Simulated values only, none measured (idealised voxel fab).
Process module heading - voxel gate over fins
For reference, the cross-section in this document is cut, with width 140 nm and square cells of 5 nm.
When this document writes out a cross-section, it uses a grid of square cells and lists it as bands, beginning at the top and moving down, with a band standing for one or more rows of cells.
The band entry comprises the height of the band's top followed by the height of its bottom, expressed in nm, and subsequently the band's materials from left to right, each stated together with its width in nm. Where a single material is marked with the word "all across", that material fills the band from edge to edge. The word "empty" represents empty space.
Counting heights begins at 0, where everything beneath is, in the wafer as received, one material. The lowest band has no bottom; it goes on downwards, as "top 0, no bottom" shows.
A width given as "30 to 40" starts at the first number in the band's top row and ends at the second number in its bottom row, shifting by an equal amount at every step from row to row.
The designation "no modifications", where it is given for a processing step, indicates that no cell of the cross-section was altered in the course of that step.
The entry "Closed internal voids" lists the empty spaces that cover at least 8 cells and have no open path to the top. Each is written as width x height at distance, where the distance is measured from the left edge and all three values are in nm.
On a step's line, text after the settings is the simulator commenting on that step.
The "overlay nm" setting may appear on a step's line; for a step that uses a mask, it gives how far to the right of its planned position the mask lay, and a negative value indicates the left.
Process steps - plan
| 1 | RECEIVE (material Si) |
| 2 | CONFORMAL_DEP (material SiN; thk nm 5) |
| 3 | DIRECTIONAL_DEP (material aC; thk nm 15) |
| 4 | PATTERN (tone cover; mask id FINS; material resist; width nm 15; pitch nm 45; thk nm 30; overlay nm 0) |
| 5 | DIRECTIONAL_ETCH (etch materials aC; depth nm 15) |
| 6 | STRIP (etch materials resist) |
| 7 | DIRECTIONAL_ETCH (etch materials SiN; depth nm 5) |
| 8 | DIRECTIONAL_ETCH (etch materials Si; depth nm 40) |
| 9 | STRIP (etch materials aC) |
| 10 | FILL_DEP (material SiO2; thk nm 15) |
| 11 | CMP (height nm 5) |
| 12 | SELECTIVE_ETCH (etch materials SiO2; depth nm 20) |
| 13 | STRIP (etch materials SiN) |
| 14 | CONFORMAL_DEP (material HfO2; thk nm 5) |
| 15 | CONFORMAL_DEP (material TiN; thk nm 5) |
| 16 | FILL_DEP (material W; thk nm 10) |
| 17 | CMP (height nm 15) |
| 18 | CONFORMAL_DEP (material SiCN; thk nm 5) |
So this is the incoming wafer in cross-section - it's already been through step 1
	top 0, no bottom  Si all across
	Closed internal voids: none
Figure: cross-sectional view of the wafer upon completion of the module, processed from the initial state and according to the plan depicted above, with one error introduced during execution
	top 20, bottom 15  SiCN all across
	top 15, bottom 10  TiN all across
	top 10, bottom 5  45 of HfO2, 5 of TiN, 40 of HfO2, 5 of TiN, 45 of HfO2
	top 5, bottom 0  40 of aC, 15 of HfO2, 30 of aC, 15 of HfO2, 40 of aC
	top 0, bottom -40  40 of aC, 15 of Si, 30 of aC, 15 of Si, 40 of aC
	top -40, no bottom  Si all across
	Closed internal voids: none
So what did we get wrong on this run? step 10 was processed under conditions differing from the plan, specifically as FILL_DEP (material aC; thk nm 15)
